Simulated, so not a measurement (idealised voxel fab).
process module | voxel capacitor over wiring
cross-section cut | 210 nm wide | cells 5 nm
A cross-section is a grid of square cells, given in bands from the top down. A band is one or more rows of cells.
Each band's line starts with the height of the band's top and of its bottom, in nm. Then come its materials from left to right, each with its width in nm. One material with "throughout" fills the band from edge to edge. "air" is empty space.
Height 0 is the level under which the wafer as received is all one material. The lowest band goes on downwards, as in "0 down".
A width such as "30 to 40" changes by the same amount from each row of cells to the next, from the band's top row to its bottom row.
"no change" after a step means that no cell of the cross-section changed.
closed voids: empty space of 8 cells or more with no open way to the top, each as width x height at its distance from the left edge, in nm
after a step's settings: what the simulator itself notes on the step
overlay nm, on a step with a mask: how far to the right of its planned place the mask lay; to the left if negative
plan
1 op RECEIVE | material Si
2 op CONFORMAL_DEP | material SiO2 | thk nm 15
3 op DIRECTIONAL_DEP | material TiN | thk nm 5
4 op DIRECTIONAL_DEP | material W | thk nm 20
5 op PATTERN | tone cover | mask id METAL_1 | material resist | width nm 25 | pitch nm 85 | thk nm 15 | overlay nm 0
6 op DIRECTIONAL_ETCH | etch materials W | depth nm 20
7 op DIRECTIONAL_ETCH | etch materials TiN | depth nm 5
8 op STRIP | etch materials resist
9 op CONFORMAL_DEP | material SiN | thk nm 5
10 op FILL_DEP | material lowk | thk nm 5
11 op CMP | height nm 40
12 op CONFORMAL_DEP | material SiCN | thk nm 5
13 op DIRECTIONAL_DEP | material lowk | thk nm 15
14 op DIRECTIONAL_DEP | material aC | thk nm 15
15 op PATTERN | tone open | mask id PLUG_1 | material resist | width nm 15 | thk nm 30 | overlay nm 0
16 op DIRECTIONAL_ETCH | etch materials aC | depth nm 15
17 op STRIP | etch materials resist
18 op DIRECTIONAL_ETCH | etch materials lowk | depth nm 15
19 op DIRECTIONAL_ETCH | etch materials SiCN | depth nm 5
20 op STRIP | etch materials aC
21 op EPI | material Ru | thk nm 10
22 op EPI | material Ru | thk nm 10
23 op DIRECTIONAL_DEP | material TiN | thk nm 10
24 op DIRECTIONAL_DEP | material SiN | thk nm 5
25 op DIRECTIONAL_DEP | material TiN | thk nm 5
26 op PATTERN | tone cover | mask id UPPER_PLATE | material resist | width nm 65 | thk nm 15 | overlay nm 0
27 op DIRECTIONAL_ETCH | etch materials TiN | depth nm 5
28 op DIRECTIONAL_ETCH | etch materials SiN | depth nm 5
29 op STRIP | etch materials resist
30 op PATTERN | tone cover | mask id LOWER_PLATE | material resist | width nm 75 | thk nm 20 | overlay nm 0
31 op DIRECTIONAL_ETCH | etch materials TiN | depth nm 10
32 op STRIP | etch materials resist
33 op FILL_DEP | material SiO2 | thk nm 15
34 op CMP | height nm 90
35 op DIRECTIONAL_DEP | material aC | thk nm 10
36 op PATTERN | tone open | mask id PLUG_2 | material resist | width nm 15 | thk nm 30 | overlay nm 0
37 op DIRECTIONAL_ETCH | etch materials aC | depth nm 10
38 op STRIP | etch materials resist
39 op DIRECTIONAL_ETCH | etch materials SiO2 | depth nm 10
40 op STRIP | etch materials aC
41 op CONFORMAL_DEP | material TiN | thk nm 5
42 op FILL_DEP | material Ru | thk nm 10
43 op CMP | height nm 90
44 op CONFORMAL_DEP | material SiCN | thk nm 5
as received, after step 1
  0 down: Si throughout
  closed voids: none
first wafer at the end, as planned
  95 to 90: SiCN throughout
  90 to 85: SiO2 70 | TiN 5 | Ru 5 | TiN 5 | SiO2 125
  85 to 75: SiO2 70 to 60 | TiN 15 to 65 | SiO2 125 to 85
  75 to 70: SiO2 60 | SiN 65 | SiO2 85
  70 to 60: SiO2 55 | TiN 75 | SiO2 80
  60 to 45: lowk 60 | Ru 15 | lowk 135
  45 to 40: SiCN 60 | Ru 15 | SiCN 135
  40 to 20: lowk 45 | SiN 5 | W 25 | SiN 5 | lowk 50 | SiN 5 | W 25 | SiN 5 | lowk 45
  20 to 15: SiN 50 | TiN 25 | SiN 60 | TiN 25 | SiN 50
  15 to 0: SiO2 throughout
  0 down: Si throughout
  closed voids: none
second wafer at the end: like start, like plan, one mistake
  95 to 90: SiCN throughout
  90 to 85: SiO2 70 | TiN 5 | Ru 5 | TiN 5 | SiO2 125
  85 to 75: SiO2 70 to 60 | TiN 15 to 65 | SiO2 125 to 85
  75 to 70: SiO2 60 | SiN 65 | SiO2 85
  70 to 60: SiO2 55 | TiN 75 | SiO2 80
  60 to 45: lowk 60 | Ru 15 | lowk 135
  45 to 40: SiCN 60 | Ru 15 | SiCN 135
  40 to 20: Ru 45 | SiN 5 | W 25 | SiN 5 | Ru 50 | SiN 5 | W 25 | SiN 5 | Ru 45
  20 to 15: SiN 50 | TiN 25 | SiN 60 | TiN 25 | SiN 50
  15 to 0: SiO2 throughout
  0 down: Si throughout
  closed voids: none
what went wrong: step 10 ran as: op FILL_DEP | material Ru | thk nm 5
at the end the second wafer has, in cells: 112 more of Ru | 112 fewer of lowk
